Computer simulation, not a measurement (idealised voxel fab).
The document below concerns the process module designated voxel fin reveal.
Each square cell in cross-section cut measures 5 nm, and the section as a whole is 180 nm wide.
This document writes a cross-section as a grid whose cells are square, and gives it as bands, listed from the top down; one or more rows of cells form a band. Basically the band line says how high the top is and how high the bottom is, in nm, and then what's in it from left to right, every material with its width in nm. Empty space shows up as "blank", and if a single material carries "edge to edge" it runs the full band edge to edge. Height is counted from the level 0, under which the received wafer is composed throughout of one material. The lowest of the bands is not closed at the bottom but continues downward, in the notation "0 -> down". With a width like "30->40", each row of cells in the band differs from the next by the same amount, the top row carrying the first number and the bottom row the second. It should be understood that the words "nothing was modified", when stated for a given step, signify that the cross-section underwent no change in any of its cells during that step. Empty spaces without an open route to the top, at least 8 cells in extent, make up the entry "Enclosed void list"; each is given as width x height at distance, where the distance is measured from the left edge, and all are in nm. On each step's line, the part that comes after the settings is the simulator's own comment on the step. If you see "overlay nm" on a step's line and that step has a mask, it's telling you how far right of where it was planned the mask ended up; a negative number means it went left instead.
Intended process steps:
| 1 | RECEIVE,material Si |
| 2 | CONFORMAL_DEP,material SiN,thk nm 10 |
| 3 | PATTERN,tone cover,mask id FINS,material resist,width nm 15,pitch nm 45,thk nm 15,overlay nm 0 |
| 4 | DIRECTIONAL_ETCH,etch materials SiN,depth nm 10 |
| 5 | DIRECTIONAL_ETCH,etch materials Si,depth nm 40 |
| 6 | STRIP,etch materials resist |
| 7 | OXIDIZE,depth nm 5 |
| 8 | FILL_DEP,material SiO2,thk nm 10 |
| 9 | CMP,height nm 10 |
| 10 | SELECTIVE_ETCH,etch materials SiO2,depth nm 30 |
| 11 | STRIP,etch materials SiN |
| 12 | CONFORMAL_DEP,material HfO2,thk nm 5 |
Step 1 complete: cross-section of the wafer as received:
  0 -> down  Si edge to edge
  Enclosed void list: none
Cross-section taken at module completion on the first of two wafers; processed per the plan:
  5 -> 0  blank 60; HfO2 15; blank 30; HfO2 15; blank 60
  0 -> -15  blank 60; HfO2 5; Si 5; HfO2 5; blank 30; HfO2 5; Si 5; HfO2 5; blank 60
  -15 -> -20  HfO2 65; Si 5; HfO2 40; Si 5; HfO2 65
  -20 -> -45  SiO2 65; Si 5; SiO2 40; Si 5; SiO2 65
  -45 -> down  Si edge to edge
  Enclosed void list: none
Now the second wafer, cross-sectioned at the end of the module. Nothing different at the start, nothing different in the plan compared with the first, just one mistake when it was actually run:
  5 -> 0  blank 60; HfO2 15; blank 30; HfO2 15; blank 60
  0 -> -15  blank 60; HfO2 5; Si 5; HfO2 5; blank 30; HfO2 5; Si 5; HfO2 5; blank 60
  -15 -> -20  HfO2 65; Si 5; HfO2 40; Si 5; HfO2 65
  -20 -> -40  SiO2 65; Si 5; SiO2 40; Si 5; SiO2 65
  -40 -> down  Si edge to edge
  Enclosed void list: none
Where did the run depart from the plan? note that step 5 departed from the planned setting and was carried out as DIRECTIONAL_ETCH,etch materials Si,depth nm 35
Per the end-of-run cell counts, the second wafer holds more or fewer of some materials than the first: Si: 34 more | SiO2: 34 fewer
